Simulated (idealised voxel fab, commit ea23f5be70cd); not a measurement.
Herein follows the process module entitled voxel spacer lines.
Square cell edge 5 nm, section width 155 nm, ID cut.
Cross-section spec: square-cell grid; bands listed top down; each band is one or more rows. Heads up on the band format: heights come first, top then bottom, in nm. After that it's the materials left to right, each with its width in nm. A single material flagged "full width" fills the whole band edge to edge, and "air" means there's empty space there. Heights are measured from 0, the level below which the as-received wafer is all one material; the lowest band has no bottom and continues downward, written as in "0..down". Width "30 to 40": first value at the band's top row of cells, second value at its bottom row, equal change from row to row. Reading "no modifications" for a step: not a cell of the cross-section changed in it. What "Fully sealed cavities" gives you is every empty space of 8 cells or more that is cut off from the top. Each appears as width x height at distance, with the distance taken from the left edge and width, height and distance all in nm. Note: text after step settings on the step line = simulator remark on that step. What "overlay nm" on a step's line means: if the step has a mask, that mask lay this far to the right of its planned place, or, when the value is negative, to the left.

-- Steps planned for the process
1: RECEIVE, material Si
2: CONFORMAL_DEP, material Al2O3, thk nm 10
3: DIRECTIONAL_DEP, material W, thk nm 20
4: DIRECTIONAL_DEP, material aC, thk nm 30
5: PATTERN, tone cover, mask id MANDREL, material resist, width nm 20, pitch nm 60, thk nm 40, overlay nm 0
6: DIRECTIONAL_ETCH, etch materials aC, depth nm 30
7: STRIP, etch materials resist
8: CONFORMAL_DEP, material SiN, thk nm 10
9: DIRECTIONAL_ETCH, etch materials SiN, depth nm 10
10: STRIP, etch materials aC
11: DIRECTIONAL_ETCH, etch materials W, depth nm 20
12: STRIP, etch materials SiN

-- Incoming wafer, cross-sectional view, post step 1
> 0..down = Si full width
> Fully sealed cavities: none

-- What the wafer looks like in cross-section after this module, when it starts as shown above and follows the plan above but one mistake is made in running it
> 30..10 = air (35)  W (10)  air (20)  W (10)  air (20)  W (10)  air (20)  W (10)  air (20)
> 10..0 = Al2O3 full width
> 0..down = Si full width
> Fully sealed cavities: none
Misprocessing identified: step 5 ran as: PATTERN, tone cover, mask id MANDREL, material resist, width nm 20, pitch nm 60, thk nm 40, overlay nm 10
